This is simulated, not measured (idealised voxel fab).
This section sets out a process module, namely voxel trench capacitor.
Cross-sectional view cut (width: 235 nm; square cell size: 5 nm).
This document writes a cross-section as a grid whose cells are square, and gives it as bands, listed from the top down; one or more rows of cells form a band.
This entry defines a band. It first specifies the height of the band's top and the height of its bottom in nm, and then specifies the band's materials from left to right, stating each material with its width in nm. The word "all across" identifies a single material that fills the band from edge to edge, while the word "air" identifies empty space.
A quick word on heights: they are counted from 0, and under that level the wafer as it came to us is one material throughout. The lowest band is different from the rest in having no bottom; it simply continues downward, written as in "0 and below".
With a width like "30->40", each row of cells in the band differs from the next by the same amount, the top row carrying the first number and the bottom row the second.
Basically "identical to before" means that step didn't change any cell in the cross-section.
"Enclosed cavity list" enumerates empty spaces isolated from the top, with no open way to it, that contain at least 8 cells, giving each as width x height at distance from the left edge, all three in nm.
Note: text after step settings on the step line = simulator remark on that step.
What "overlay nm" on a step's line means: if the step has a mask, that mask lay this far to the right of its planned place, or, when the value is negative, to the left.

[Planned step list for the process]
1: op RECEIVE | material Si
2: op CONFORMAL_DEP | material SiN | thk nm 10
3: op MASKED_ETCH | tone open | mask id TRENCH | width nm 15 | pitch nm 45 | etch materials SiN | depth nm 10 | overlay nm 0
4: op MASKED_ETCH | tone open | mask id TRENCH | width nm 15 | pitch nm 45 | etch materials Si | depth nm 25 | overlay nm 0
5: op CONFORMAL_DEP | material SiO2 | thk nm 5
6: op FILL_DEP | material polySi | thk nm 5
7: op CMP | height nm 10

[Cross-section: wafer on arrival = after step 1]
  0 and below = Si all across
  Enclosed cavity list: none

[Cross-section, first of two wafers, end of module, run as planned]
  10 down to 0 = SiN=85 | SiO2=5 | polySi=5 | SiO2=5 | SiN=30 | SiO2=5 | polySi=5 | SiO2=5 | SiN=90
  0 down to -20 = Si=85 | SiO2=5 | polySi=5 | SiO2=5 | Si=30 | SiO2=5 | polySi=5 | SiO2=5 | Si=90
  -20 down to -25 = Si=85 | SiO2=15 | Si=30 | SiO2=15 | Si=90
  -25 and below = Si all across
  Enclosed cavity list: none

[Second wafer cross-section at end of module - shared start and plan with the first, one mistake in the run]
  10 down to 0 = SiN=85 | SiO2=5 | polySi=5 | SiO2=5 | SiN=30 | SiO2=5 | polySi=5 | SiO2=5 | SiN=90
  0 down to -15 = Si=85 | SiO2=5 | polySi=5 | SiO2=5 | Si=30 | SiO2=5 | polySi=5 | SiO2=5 | Si=90
  -15 down to -20 = Si=85 | SiO2=15 | Si=30 | SiO2=15 | Si=90
  -20 and below = Si all across
  Enclosed cavity list: none
The mistake made against the process plan was this: for step 4, the planned setting was not used; the step was instead run as op MASKED_ETCH | tone open | mask id TRENCH | width nm 15 | pitch nm 45 | etch materials Si | depth nm 20 | overlay nm 0
Once processing is complete, comparing cell counts shows that the second wafer has more or fewer of certain materials than the first: 6 more of Si; 4 fewer of SiO2; 2 fewer of polySi
